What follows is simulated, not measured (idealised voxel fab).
process module | voxel released beams
cross-section cut | 170 nm wide | cells 5 nm
A cross-section is a grid of square cells, given in bands from the top down. A band is one or more rows of cells.
Each band's line starts with the height of the band's top and of its bottom, in nm. Then come its materials from left to right, each with its width in nm. One material with "throughout" fills the band from edge to edge. "air" is empty space.
Height 0 is the level under which the wafer as received is all one material. The lowest band goes on downwards, as in "0 down".
A width such as "30 to 40" changes by the same amount from each row of cells to the next, from the band's top row to its bottom row.
"no change" after a step means that no cell of the cross-section changed.
closed voids: empty space of 8 cells or more with no open way to the top, each as width x height at its distance from the left edge, in nm
after a step's settings: what the simulator itself notes on the step
overlay nm, on a step with a mask: how far to the right of its planned place the mask lay; to the left if negative
plan
1 op RECEIVE | material Si
2 op CONFORMAL_DEP | material Al2O3 | thk nm 5
3 op DIRECTIONAL_DEP | material SiO2 | thk nm 20
4 op PATTERN | tone open | mask id ANCHOR | material resist | width nm 40 | thk nm 20 | overlay nm 0
5 op DIRECTIONAL_ETCH | etch materials SiO2 | depth nm 20
6 op STRIP | etch materials resist
7 op CONFORMAL_DEP | material SiN | thk nm 15
8 op MASKED_ETCH | tone cover | mask id BEAM | width nm 85 | etch materials SiN | depth nm 15 | overlay nm 0
9 op STRIP | etch materials SiO2
first wafer, as planned
as received, after step 1
  0 down: Si throughout
  closed voids: none
after step 2
  5 to 0: Al2O3 throughout
  below 0: unchanged
after step 3
  25 to 5: SiO2 throughout
  below 5: unchanged
after step 4
  45 to 25: resist 45 | air 40 | resist 85
  below 25: unchanged
after step 5
  45 to 25: resist 45 | air 40 | resist 85
  25 to 5: SiO2 45 | air 40 | SiO2 85
  below 5: unchanged
after step 6
  25 to 5: SiO2 45 | air 40 | SiO2 85
  below 5: unchanged
after step 7
  40 to 25: SiN 60 | air 10 | SiN 100
  25 to 20: SiO2 45 | SiN 15 | air 10 | SiN 15 | SiO2 85
  20 to 5: SiO2 45 | SiN 40 | SiO2 85
  below 5: unchanged
after step 8
  40 to 25: air 40 | SiN 20 | air 10 | SiN 55 | air 45
  below 25: unchanged
after step 9
  40 to 25: air 40 | SiN 20 | air 10 | SiN 55 | air 45
  25 to 20: air 45 | SiN 15 | air 10 | SiN 15 | air 85
  20 to 5: air 45 | SiN 40 | air 85
  below 5: unchanged
second wafer: like start, like plan, one mistake. Through step 7 it matches the first wafer
when step 8 should have ended
  40 to 25: SiN 40 | air 85 | SiN 45
  25 to 5: SiO2 45 | SiN 15 | air 10 | SiN 15 | SiO2 85
  below 5: unchanged
when step 9 should have ended
  25 to 5: air 45 | SiN 15 | air 10 | SiN 15 | air 85
  below 5: unchanged
what went wrong: step 8 ran as: op MASKED_ETCH | tone open | mask id BEAM | width nm 85 | etch materials SiN | depth nm 15 | overlay nm 0
at the end the second wafer has, in cells: 51 fewer of SiN
